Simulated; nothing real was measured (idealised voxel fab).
The process module presented herein is designated voxel trench capacitor.
Section cut is 185 nm wide and gridded with 5 nm square cells.
Throughout this document, each cross-section is represented as a grid of square cells and is presented as a sequence of bands enumerated from the top downward, where a band comprises one or more rows of cells.
Band entry format. Leading values: height of top, height of bottom, nm. Remainder: materials in left-to-right order, each with its width in nm. Special words: "all across" on a single material, which then fills the band edge to edge; "blank", empty space.
Note: height 0 marks the level under which the wafer is uniformly one material as received. Lowest band unbounded below, written "z 0 and below".
The two numbers in a width such as "30..40" mark its ends across the band: the first belongs to the top row of cells, the second to the bottom row, and from each row to the next the width moves by the same amount.
The cross-section has no changed cell in any step marked "no change occurred".
"Cavities, closed": sealed empty spaces, 8 cells or more, no open way to top, listed width x height at distance, with distance from the left edge and width, height and distance in nm.
Formally, on a step line, whatever follows the settings is a remark that the simulator itself makes on the step.
Steps that use a mask can have "overlay nm" on their line. It says how far the mask sat to the right of where it was meant to be. Negative means to the left.

## Listed below are the process steps as planned
- 1: op RECEIVE | material Si
- 2: op CONFORMAL_DEP | material SiN | thk nm 5
- 3: op PATTERN | tone open | mask id TRENCH | material resist | width nm 30 | pitch nm 50 | thk nm 20 | overlay nm 0
- 4: op DIRECTIONAL_ETCH | etch materials SiN | depth nm 5
- 5: op DIRECTIONAL_ETCH | etch materials Si | depth nm 25
- 6: op STRIP | etch materials resist
- 7: op CONFORMAL_DEP | material Al2O3 | thk nm 5
- 8: op CONFORMAL_DEP | material TiN | thk nm 5
- 9: op FILL_DEP | material W | thk nm 10
- 10: op CMP | height nm 5

## First of two wafers, with the run carried out as planned

## Step 1 complete: cross-section of the wafer as received
> z 0 and below = Si all across
> Cavities, closed: none

## After step 2, in cross-section
> z 5 to 0 = SiN all across
> Heights below 0 show no change.

## After step 3, in cross-section
> z 25 to 5 = resist: 25; blank: 30; resist: 20; blank: 30; resist: 20; blank: 30; resist: 30
> Heights below 5 show no change.

## After step 4, in cross-section
> z 25 to 5 = resist: 25; blank: 30; resist: 20; blank: 30; resist: 20; blank: 30; resist: 30
> z 5 to 0 = SiN: 25; blank: 30; SiN: 20; blank: 30; SiN: 20; blank: 30; SiN: 30
> Heights below 0 show no change.

## After step 5, in cross-section
> z 25 to 5 = resist: 25; blank: 30; resist: 20; blank: 30; resist: 20; blank: 30; resist: 30
> z 5 to 0 = SiN: 25; blank: 30; SiN: 20; blank: 30; SiN: 20; blank: 30; SiN: 30
> z 0 to -25 = Si: 25; blank: 30; Si: 20; blank: 30; Si: 20; blank: 30; Si: 30
> Heights below -25 show no change.

## After step 6, in cross-section
> z 5 to 0 = SiN: 25; blank: 30; SiN: 20; blank: 30; SiN: 20; blank: 30; SiN: 30
> Heights below 0 show no change.

## After step 7, in cross-section
> z 10 to 5 = Al2O3: 30; blank: 20; Al2O3: 30; blank: 20; Al2O3: 30; blank: 20; Al2O3: 35
> z 5 to 0 = SiN: 25; Al2O3: 5; blank: 20; Al2O3: 5; SiN: 20; Al2O3: 5; blank: 20; Al2O3: 5; SiN: 20; Al2O3: 5; blank: 20; Al2O3: 5; SiN: 30
> z 0 to -20 = Si: 25; Al2O3: 5; blank: 20; Al2O3: 5; Si: 20; Al2O3: 5; blank: 20; Al2O3: 5; Si: 20; Al2O3: 5; blank: 20; Al2O3: 5; Si: 30
> z -20 to -25 = Si: 25; Al2O3: 30; Si: 20; Al2O3: 30; Si: 20; Al2O3: 30; Si: 30
> Heights below -25 show no change.

## After step 8, in cross-section
> z 15 to 10 = TiN: 35; blank: 10; TiN: 40; blank: 10; TiN: 40; blank: 10; TiN: 40
> z 10 to 5 = Al2O3: 30; TiN: 5; blank: 10; TiN: 5; Al2O3: 30; TiN: 5; blank: 10; TiN: 5; Al2O3: 30; TiN: 5; blank: 10; TiN: 5; Al2O3: 35
> z 5 to 0 = SiN: 25; Al2O3: 5; TiN: 5; blank: 10; TiN: 5; Al2O3: 5; SiN: 20; Al2O3: 5; TiN: 5; blank: 10; TiN: 5; Al2O3: 5; SiN: 20; Al2O3: 5; TiN: 5; blank: 10; TiN: 5; Al2O3: 5; SiN: 30
> z 0 to -15 = Si: 25; Al2O3: 5; TiN: 5; blank: 10; TiN: 5; Al2O3: 5; Si: 20; Al2O3: 5; TiN: 5; blank: 10; TiN: 5; Al2O3: 5; Si: 20; Al2O3: 5; TiN: 5; blank: 10; TiN: 5; Al2O3: 5; Si: 30
> z -15 to -20 = Si: 25; Al2O3: 5; TiN: 20; Al2O3: 5; Si: 20; Al2O3: 5; TiN: 20; Al2O3: 5; Si: 20; Al2O3: 5; TiN: 20; Al2O3: 5; Si: 30
> Heights below -20 show no change.

## After step 9, in cross-section
> z 25 to 15 = W all across
> z 15 to 10 = TiN: 35; W: 10; TiN: 40; W: 10; TiN: 40; W: 10; TiN: 40
> z 10 to 5 = Al2O3: 30; TiN: 5; W: 10; TiN: 5; Al2O3: 30; TiN: 5; W: 10; TiN: 5; Al2O3: 30; TiN: 5; W: 10; TiN: 5; Al2O3: 35
> z 5 to 0 = SiN: 25; Al2O3: 5; TiN: 5; W: 10; TiN: 5; Al2O3: 5; SiN: 20; Al2O3: 5; TiN: 5; W: 10; TiN: 5; Al2O3: 5; SiN: 20; Al2O3: 5; TiN: 5; W: 10; TiN: 5; Al2O3: 5; SiN: 30
> z 0 to -15 = Si: 25; Al2O3: 5; TiN: 5; W: 10; TiN: 5; Al2O3: 5; Si: 20; Al2O3: 5; TiN: 5; W: 10; TiN: 5; Al2O3: 5; Si: 20; Al2O3: 5; TiN: 5; W: 10; TiN: 5; Al2O3: 5; Si: 30
> Heights below -15 show no change.

## After step 10, in cross-section
> z 5 to 0 = SiN: 25; Al2O3: 5; TiN: 5; W: 10; TiN: 5; Al2O3: 5; SiN: 20; Al2O3: 5; TiN: 5; W: 10; TiN: 5; Al2O3: 5; SiN: 20; Al2O3: 5; TiN: 5; W: 10; TiN: 5; Al2O3: 5; SiN: 30
> Heights below 0 show no change.

## Regarding the second of the two wafers: it shared the first wafer's starting condition and process plan, yet one error occurred during its execution. Its history coincides with that of the first wafer up to and including step 4

## Look at the second wafer in cross-section at the time step 5 ought to have finished
> z 25 to 5 = resist: 25; blank: 30; resist: 20; blank: 30; resist: 20; blank: 30; resist: 30
> z 5 to 0 = SiN: 25; blank: 30; SiN: 20; blank: 30; SiN: 20; blank: 30; SiN: 30
> z 0 to -50 = Si: 25; blank: 30; Si: 20; blank: 30; Si: 20; blank: 30; Si: 30
> Heights below -50 show no change.

## Look at the second wafer in cross-section at the time step 6 ought to have finished
> z 5 to 0 = SiN: 25; blank: 30; SiN: 20; blank: 30; SiN: 20; blank: 30; SiN: 30
> Heights below 0 show no change.

## Look at the second wafer in cross-section at the time step 7 ought to have finished
> z 10 to 5 = Al2O3: 30; blank: 20; Al2O3: 30; blank: 20; Al2O3: 30; blank: 20; Al2O3: 35
> z 5 to 0 = SiN: 25; Al2O3: 5; blank: 20; Al2O3: 5; SiN: 20; Al2O3: 5; blank: 20; Al2O3: 5; SiN: 20; Al2O3: 5; blank: 20; Al2O3: 5; SiN: 30
> z 0 to -45 = Si: 25; Al2O3: 5; blank: 20; Al2O3: 5; Si: 20; Al2O3: 5; blank: 20; Al2O3: 5; Si: 20; Al2O3: 5; blank: 20; Al2O3: 5; Si: 30
> z -45 to -50 = Si: 25; Al2O3: 30; Si: 20; Al2O3: 30; Si: 20; Al2O3: 30; Si: 30
> Heights below -50 show no change.

## Look at the second wafer in cross-section at the time step 8 ought to have finished
> z 15 to 10 = TiN: 35; blank: 10; TiN: 40; blank: 10; TiN: 40; blank: 10; TiN: 40
> z 10 to 5 = Al2O3: 30; TiN: 5; blank: 10; TiN: 5; Al2O3: 30; TiN: 5; blank: 10; TiN: 5; Al2O3: 30; TiN: 5; blank: 10; TiN: 5; Al2O3: 35
> z 5 to 0 = SiN: 25; Al2O3: 5; TiN: 5; blank: 10; TiN: 5; Al2O3: 5; SiN: 20; Al2O3: 5; TiN: 5; blank: 10; TiN: 5; Al2O3: 5; SiN: 20; Al2O3: 5; TiN: 5; blank: 10; TiN: 5; Al2O3: 5; SiN: 30
> z 0 to -40 = Si: 25; Al2O3: 5; TiN: 5; blank: 10; TiN: 5; Al2O3: 5; Si: 20; Al2O3: 5; TiN: 5; blank: 10; TiN: 5; Al2O3: 5; Si: 20; Al2O3: 5; TiN: 5; blank: 10; TiN: 5; Al2O3: 5; Si: 30
> z -40 to -45 = Si: 25; Al2O3: 5; TiN: 20; Al2O3: 5; Si: 20; Al2O3: 5; TiN: 20; Al2O3: 5; Si: 20; Al2O3: 5; TiN: 20; Al2O3: 5; Si: 30
> Heights below -45 show no change.

## Look at the second wafer in cross-section at the time step 9 ought to have finished
> z 25 to 15 = W all across
> z 15 to 10 = TiN: 35; W: 10; TiN: 40; W: 10; TiN: 40; W: 10; TiN: 40
> z 10 to 5 = Al2O3: 30; TiN: 5; W: 10; TiN: 5; Al2O3: 30; TiN: 5; W: 10; TiN: 5; Al2O3: 30; TiN: 5; W: 10; TiN: 5; Al2O3: 35
> z 5 to 0 = SiN: 25; Al2O3: 5; TiN: 5; W: 10; TiN: 5; Al2O3: 5; SiN: 20; Al2O3: 5; TiN: 5; W: 10; TiN: 5; Al2O3: 5; SiN: 20; Al2O3: 5; TiN: 5; W: 10; TiN: 5; Al2O3: 5; SiN: 30
> z 0 to -40 = Si: 25; Al2O3: 5; TiN: 5; W: 10; TiN: 5; Al2O3: 5; Si: 20; Al2O3: 5; TiN: 5; W: 10; TiN: 5; Al2O3: 5; Si: 20; Al2O3: 5; TiN: 5; W: 10; TiN: 5; Al2O3: 5; Si: 30
> Heights below -40 show no change.

## Look at the second wafer in cross-section at the time step 10 ought to have finished
> z 5 to 0 = SiN: 25; Al2O3: 5; TiN: 5; W: 10; TiN: 5; Al2O3: 5; SiN: 20; Al2O3: 5; TiN: 5; W: 10; TiN: 5; Al2O3: 5; SiN: 20; Al2O3: 5; TiN: 5; W: 10; TiN: 5; Al2O3: 5; SiN: 30
> Heights below 0 show no change.
Here's what went sideways: step 5 of the plan was executed twice over
Upon completion, the second wafer contains, in terms of cells, a greater or smaller amount of certain materials than the first wafer: Al2O3 +30, Si -90, TiN +30, W +30
